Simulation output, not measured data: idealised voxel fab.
A process module follows: voxel self aligned vias.
Displayed cross-section: cut, width of 260 nm, square cells sized 5 nm.
Square cells in a grid make up a cross-section in this document, and the grid is given as bands, listed from the top down, each one or more rows of cells.
A band entry consists of two parts. The first gives the height of the band's top and the height of its bottom, in nm. The rest lists the band's materials from left to right, each with its width in nm. A single material labelled with the word "full width" fills the band from edge to edge, and the word "blank" marks empty space.
Below 0: as-received wafer, all one material; heights counted from there. Lowest band: no bottom, goes on down, written "0..down".
Note: "30 to 40" means the width goes from the first number (top row of the band) to the second number (bottom row) in equal steps per row of cells.
When a step is marked "remained unchanged", none of the cells in the cross-section changed during that step.
"Sealed-off cavities" - sealed voids, min. 8 cells, no opening to top; format: width x height at distance (distance from left edge; nm throughout).
Step line, after settings: the simulator's comment on this step.
A step line may carry the setting "overlay nm", which, for steps involving a mask, states the distance by which the mask lay to the right of its intended position; negative values denote displacement to the left.

Planned process steps
1 op RECEIVE | material Si
2 op CONFORMAL_DEP | material SiO2 | thk nm 10
3 op CONFORMAL_DEP | material SiCN | thk nm 5
4 op DIRECTIONAL_DEP | material lowk | thk nm 20
5 op DIRECTIONAL_DEP | material aC | thk nm 15
6 op PATTERN | tone open | mask id LINES | material resist | width nm 25 | pitch nm 75 | thk nm 35 | overlay nm 0
7 op DIRECTIONAL_ETCH | etch materials aC | depth nm 15
8 op STRIP | etch materials resist
9 op DIRECTIONAL_ETCH | etch materials lowk | depth nm 20
10 op STRIP | etch materials aC
11 op CONFORMAL_DEP | material TiN | thk nm 5
12 op FILL_DEP | material W | thk nm 10
13 op CMP | height nm 35
14 op SELECTIVE_ETCH | etch materials W Ru TiN | depth nm 5
15 op FILL_DEP | material SiN | thk nm 10
16 op CMP | height nm 35
17 op DIRECTIONAL_DEP | material lowk | thk nm 15
18 op MASKED_ETCH | tone open | mask id VIAS | width nm 45 | etch materials lowk | depth nm 15 | overlay nm 0
19 op MASKED_ETCH | tone open | mask id VIAS | width nm 45 | etch materials SiN | depth nm 5 | overlay nm 0
20 op CONFORMAL_DEP | material TiN | thk nm 5
21 op FILL_DEP | material Cu | thk nm 5
22 op CMP | height nm 50
23 op CONFORMAL_DEP | material SiN | thk nm 5

Cross-section, incoming material, after step 1
0..down | Si full width
Sealed-off cavities: none

Sectioned view, first of two wafers, at the close of the module, processed as intended in the plan
55..50 | SiN full width
50..40 | lowk (70); TiN (5); Cu (35); TiN (5); lowk (145)
40..35 | lowk (70); TiN (15); Cu (15); TiN (15); lowk (145)
35..30 | lowk (80); TiN (25); lowk (50); SiN (25); lowk (80)
30..20 | lowk (80); TiN (5); W (15); TiN (5); lowk (50); TiN (5); W (15); TiN (5); lowk (80)
20..15 | lowk (80); TiN (25); lowk (50); TiN (25); lowk (80)
15..10 | SiCN full width
10..0 | SiO2 full width
0..down | Si full width
Sealed-off cavities: none

Wafer two cross-section, module end. Start and plan unchanged from wafer one; one mistake made during the run
55..50 | SiN full width
50..35 | lowk (70); TiN (5); Cu (35); TiN (5); lowk (145)
35..30 | SiN (70); TiN (45); SiN (145)
30..15 | W full width
15..10 | SiCN full width
10..0 | SiO2 full width
0..down | Si full width
Sealed-off cavities: none
Here's what went sideways: off-plan run, step 4, actual operation and settings op DIRECTIONAL_DEP | material W | thk nm 20
Cell-count delta at end, second wafer over first, by material: Cu +4; SiN +38; TiN -18; W +144; lowk -168
